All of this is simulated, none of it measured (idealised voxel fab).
Process module name: voxel ribs on slabs
Square cells of 5 nm make up the cross-section cut, whose width is 270 nm.
In what follows, cross-sections appear as grids of square cells, described through bands that run from the top down, where every band is one or more rows of cells. Look at the band entry: it leads with the top's height and the bottom's height in nm. Then it lists the materials left to right, with a width in nm for each. The word "throughout" on a single material says that material fills the band edge to edge. The word "air" is empty space. Height datum 0, below which the as-received substrate wafer is one material. Lowest band open at the bottom, running downward: "from 0 down". The two numbers in a width such as "30..40" mark its ends across the band: the first belongs to the top row of cells, the second to the bottom row, and from each row to the next the width moves by the same amount. What does "left unchanged" mean for a step? It means no cell of the cross-section changed in that step. Enclosed voids (no open way to top), threshold 8 cells or more, entry "Voids lacking openings", notation width x height at distance, distance from left edge, nm. The remark found on a step's line after its settings is issued by the simulator itself and pertains to that step. "overlay nm" on a masked step: distance the mask lay right of its planned place, negative for left.
These are the steps we planned for the process:
1,RECEIVE, material Si
2,DIRECTIONAL_DEP, material SiO2, thk nm 30
3,DIRECTIONAL_DEP, material SiN, thk nm 20
4,DIRECTIONAL_DEP, material aC, thk nm 10
5,PATTERN, tone cover, mask id RIB, material resist, width nm 15, thk nm 30, overlay nm 0
6,DIRECTIONAL_ETCH, etch materials aC, depth nm 10
7,STRIP, etch materials resist
8,DIRECTIONAL_ETCH, etch materials SiN, depth nm 15
9,STRIP, etch materials aC
10,MASKED_ETCH, tone cover, mask id SLAB, width nm 75, etch materials SiN, depth nm 5, overlay nm 0
11,FILL_DEP, material SiO2, thk nm 25
12,CMP, height nm 70
13,DIRECTIONAL_DEP, material W, thk nm 5
14,MASKED_ETCH, tone cover, mask id HEATER, width nm 25, etch materials W, depth nm 5, overlay nm 0
15,CONFORMAL_DEP, material SiO2, thk nm 5
Wafer as received: cross-section following step 1:
- from 0 down = Si throughout
- Voids lacking openings: none
Looking at the first of two wafers in cross-section at end of module - ran to plan:
- from 80 to 75 = air: 115, then SiO2: 35, then air: 120
- from 75 to 70 = SiO2: 120, then W: 25, then SiO2: 125
- from 70 to 50 = SiO2 throughout
- from 50 to 35 = SiO2: 125, then SiN: 15, then SiO2: 130
- from 35 to 30 = SiO2: 95, then SiN: 75, then SiO2: 100
- from 30 to 0 = SiO2 throughout
- from 0 down = Si throughout
- Voids lacking openings: none
Second of two wafers, module complete, sectioned: it shares the first wafer's start and plan but was run with one mistake:
- from 75 to 70 = air: 120, then W: 25, then air: 125
- from 70 to 50 = SiO2 throughout
- from 50 to 35 = SiO2: 125, then SiN: 15, then SiO2: 130
- from 35 to 30 = SiO2: 95, then SiN: 75, then SiO2: 100
- from 30 to 0 = SiO2 throughout
- from 0 down = Si throughout
- Voids lacking openings: none
In executing the process, a mistake was made relative to the plan: it should be noted that step 15 of the plan was omitted and was not performed
Wrapping up, a cell-based count of both wafers puts the second over or under the first for these materials: SiO2: 56 fewer
